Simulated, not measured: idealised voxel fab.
Process module in this document: voxel transistor to metal
The width of the displayed cross-section, cut, is 140 nm; its cells are square, with a size of 5 nm.
Think of the cross-section as a grid of square cells. We describe it in bands, top to bottom, and each band covers one or more rows of those cells. The band entry comprises the height of the band's top followed by the height of its bottom, expressed in nm, and subsequently the band's materials from left to right, each stated together with its width in nm. Where a single material is marked with the word "throughout", that material fills the band from edge to edge. The word "blank" represents empty space. Counting heights begins at 0, where everything beneath is, in the wafer as received, one material. The lowest band has no bottom; it goes on downwards, as "0..down" shows. Note: "30..40" means the width goes from the first number (top row of the band) to the second number (bottom row) in equal steps per row of cells. Step marked "remained unchanged"? Then no cell in the cross-section changed in it. Listed in "Enclosed empty spaces": every empty space of 8 or more cells without an open way to the top. Form: width x height at distance, the distance being from the left edge, all in nm. That trailing text on a step's line, after the settings, is the simulator's own remark on the step. overlay nm: mask offset rightward from planned place, masked step; negative means leftward offset.

Process steps - plan
1,RECEIVE with material Si
2,CONFORMAL_DEP with material SiO2, thk nm 5
3,CONFORMAL_DEP with material SiN, thk nm 10
4,MASKED_ETCH with tone cover, mask id ACTIVE, width nm 100, etch materials SiN, depth nm 10, overlay nm 0
5,MASKED_ETCH with tone cover, mask id ACTIVE, width nm 100, etch materials SiO2, depth nm 5, overlay nm 0
6,MASKED_ETCH with tone cover, mask id ACTIVE, width nm 100, etch materials Si, depth nm 35, overlay nm 0
7,FILL_DEP with material SiO2, thk nm 10
8,CMP with height nm 15
9,SELECTIVE_ETCH with etch materials SiO2, depth nm 5
10,STRIP with etch materials SiN
11,SELECTIVE_ETCH with etch materials SiO2, depth nm 5
12,OXIDIZE with depth nm 5
13,DIRECTIONAL_DEP with material polySi, thk nm 25
14,DIRECTIONAL_DEP with material SiCN, thk nm 10
15,MASKED_ETCH with tone cover, mask id GATE, width nm 30, etch materials SiCN, depth nm 20, overlay nm 0
16,MASKED_ETCH with tone cover, mask id GATE, width nm 30, etch materials polySi, depth nm 35, overlay nm 0
17,CONFORMAL_DEP with material SiN, thk nm 10
18,DIRECTIONAL_ETCH with etch materials SiN, depth nm 10
19,DIRECTIONAL_ETCH with etch materials SiO2, depth nm 5
20,DIRECTIONAL_ETCH with etch materials Si, depth nm 15
21,EPI with material SiGe, thk nm 15
22,FILL_DEP with material SiO2, thk nm 10
23,CMP with height nm 25
24,STRIP with etch materials polySi
25,SELECTIVE_ETCH with etch materials SiO2, depth nm 5
26,CONFORMAL_DEP with material HfO2, thk nm 5
27,CONFORMAL_DEP with material TiN, thk nm 5
28,FILL_DEP with material W, thk nm 10
29,CMP with height nm 20
30,DIRECTIONAL_DEP with material SiO2, thk nm 10
31,MASKED_ETCH with tone open, mask id CONTACT, width nm 15, pitch nm 75, etch materials SiO2, depth nm 20, overlay nm 0
32,CONFORMAL_DEP with material TiN, thk nm 5
33,FILL_DEP with material W, thk nm 10
34,CMP with height nm 30
35,CONFORMAL_DEP with material SiN, thk nm 5
36,DIRECTIONAL_DEP with material lowk, thk nm 20
37,MASKED_ETCH with tone open, mask id METAL_1, width nm 15, pitch nm 75, etch materials lowk, depth nm 20, overlay nm 0
38,MASKED_ETCH with tone open, mask id METAL_1, width nm 15, pitch nm 75, etch materials SiN, depth nm 5, overlay nm 0
39,CONFORMAL_DEP with material TiN, thk nm 5
40,FILL_DEP with material Cu, thk nm 10
41,CMP with height nm 55
42,CONFORMAL_DEP with material SiN, thk nm 5

Here's what the wafer looked like in cross-section when it arrived - that's after step 1
- 0..down  Si throughout
- Enclosed empty spaces: none

Here's the wafer cut in cross-section after the module, started and planned just like above, except one thing was done wrong in the run
- 60..55  SiN throughout
- 55..35  lowk=25 | TiN=5 | Cu=5 | TiN=5 | lowk=60 | TiN=5 | Cu=5 | TiN=5 | lowk=25
- 35..30  SiN=25 | TiN=15 | SiN=60 | TiN=15 | SiN=25
- 30..20  SiO2=25 | TiN=5 | W=5 | TiN=5 | SiO2=60 | TiN=5 | W=5 | TiN=5 | SiO2=25
- 20..15  SiO2=25 | TiN=15 | SiO2=5 | SiN=10 | HfO2=5 | TiN=5 | W=10 | TiN=5 | HfO2=5 | SiN=10 | SiO2=5 | TiN=15 | SiO2=25
- 15..10  SiO2=25 | TiN=5 | SiGe=15 | SiN=10 | HfO2=5 | TiN=5 | W=10 | TiN=5 | HfO2=5 | SiN=10 | SiGe=15 | TiN=5 | SiO2=25
- 10..5  SiGe=45 | SiN=10 | HfO2=5 | TiN=20 | HfO2=5 | SiN=10 | SiGe=45
- 5..0  SiGe=15 | SiN=10 | SiGe=20 | SiO2=5 | HfO2=40 | SiO2=5 | SiGe=20 | SiN=10 | SiGe=15
- 0..-5  SiGe=15 | SiO2=15 | SiGe=15 | Si=50 | SiGe=15 | SiO2=15 | SiGe=15
- -5..-15  SiGe=15 | Si=15 | SiGe=15 | Si=50 | SiGe=15 | Si=15 | SiGe=15
- -15..-20  SiGe=15 | Si=110 | SiGe=15
- -20..down  Si throughout
- Enclosed empty spaces: none
Short version of what went wrong: note that step 4 departed from the planned setting and was carried out as MASKED_ETCH with tone open, mask id ACTIVE, width nm 100, etch materials SiN, depth nm 10, overlay nm 0
